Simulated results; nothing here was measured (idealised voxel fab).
voxel capacitor over wiring: a process module
255 nm wide, 5 nm square cells: that's cross-section cut.
A cross-section in this document is a grid of square cells, and it is written down as bands, the top band listed before the ones below it; a band is made up of one or more rows of cells. Per band: top height and bottom height in nm, followed by the left-to-right materials and their widths in nm; "throughout" marks a single material spanning edge to edge, "blank" marks empty space. The level at which height equals 0 is the one under which the wafer, as it arrives, is entirely one material. No lower edge exists for the bottom band, which continues downward and is notated as in "0..down". Graded width ("30..40"): value in top row of band = first number; value in bottom row = second number; row-to-row change constant. For the purposes of this document, the phrase "stayed the same" attached to a step denotes that no cell within the cross-section was modified by that step. If an empty space has no open way to the top and is at least 8 cells in size, "Sealed void list" lists it, written width x height at distance, where distance is measured from the left edge and every value is in nm. Text after the settings on a step's line: the simulator's own remark on that step. overlay nm: how far to the right of its planned place the mask lay on this masked step (negative: to the left).
[The steps planned for the process are as follows]
1: RECEIVE (material Si)
2: CONFORMAL_DEP (material SiO2; thk nm 15)
3: CONFORMAL_DEP (material SiCN; thk nm 5)
4: DIRECTIONAL_DEP (material lowk; thk nm 15)
5: PATTERN (tone open; mask id METAL_1; material resist; width nm 25; pitch nm 90; thk nm 15; overlay nm 0)
6: DIRECTIONAL_ETCH (etch materials lowk; depth nm 15)
7: DIRECTIONAL_ETCH (etch materials SiCN; depth nm 5)
8: STRIP (etch materials resist)
9: CONFORMAL_DEP (material TiN; thk nm 5)
10: FILL_DEP (material Cu; thk nm 5)
11: CMP (height nm 35)
12: EPI (material Ru; thk nm 5)
13: FILL_DEP (material SiCN; thk nm 5)
14: DIRECTIONAL_DEP (material lowk; thk nm 15)
15: DIRECTIONAL_DEP (material aC; thk nm 10)
16: PATTERN (tone open; mask id PLUG_1; material resist; width nm 15; thk nm 25; overlay nm 0)
17: DIRECTIONAL_ETCH (etch materials aC; depth nm 10)
18: STRIP (etch materials resist)
19: DIRECTIONAL_ETCH (etch materials lowk; depth nm 15)
20: DIRECTIONAL_ETCH (etch materials SiCN; depth nm 5)
21: STRIP (etch materials aC)
22: EPI (material Ru; thk nm 10)
23: EPI (material Ru; thk nm 10)
24: DIRECTIONAL_DEP (material TiN; thk nm 5)
25: DIRECTIONAL_DEP (material SiN; thk nm 5)
26: DIRECTIONAL_DEP (material TiN; thk nm 10)
27: MASKED_ETCH (tone cover; mask id UPPER_PLATE; width nm 70; etch materials TiN; depth nm 10; overlay nm 0)
28: MASKED_ETCH (tone cover; mask id UPPER_PLATE; width nm 70; etch materials SiN; depth nm 5; overlay nm 0)
29: PATTERN (tone cover; mask id LOWER_PLATE; material resist; width nm 80; thk nm 15; overlay nm 0)
30: DIRECTIONAL_ETCH (etch materials TiN; depth nm 5)
31: STRIP (etch materials resist)
32: FILL_DEP (material SiO2; thk nm 15)
33: CMP (height nm 90)
34: PATTERN (tone open; mask id PLUG_2; material resist; width nm 15; thk nm 15; overlay nm 0)
35: DIRECTIONAL_ETCH (etch materials SiO2; depth nm 10)
36: STRIP (etch materials resist)
37: CONFORMAL_DEP (material TiN; thk nm 5)
38: FILL_DEP (material W; thk nm 5)
39: CMP (height nm 90)
40: CONFORMAL_DEP (material SiN; thk nm 5)
[Cross-section of the incoming wafer, state after step 1]
- 0..down: Si throughout
- Sealed void list: none
[Cross-section, end of module. Start: as above. Plan: as above. Execution: one mistake]
- 95..90: SiN throughout
- 90..85: 90 nm SiO2 / 5 nm TiN / 5 nm W / 5 nm TiN / 150 nm SiO2
- 85..80: 90 nm SiO2 / 15 nm TiN / 150 nm SiO2
- 80..70: 80 nm SiO2 / 70 nm TiN / 105 nm SiO2
- 70..65: 80 nm SiO2 / 70 nm SiN / 105 nm SiO2
- 65..60: 75 nm SiO2 / 80 nm TiN / 100 nm SiO2
- 60..45: 80 nm lowk / 15 nm Ru / 160 nm lowk
- 45..40: 80 nm SiCN / 15 nm Ru / 160 nm SiCN
- 40..35: 65 nm SiCN / 35 nm Ru / 55 nm SiCN / 35 nm Ru / 65 nm SiCN
- 35..30: 70 nm SiCN / 25 nm TiN / 65 nm SiCN / 25 nm TiN / 70 nm SiCN
- 30..15: lowk throughout
- 15..0: SiO2 throughout
- 0..down: Si throughout
- Sealed void list: none
What was done differently from what was planned? order of steps 3 and 4 inverted relative to the plan
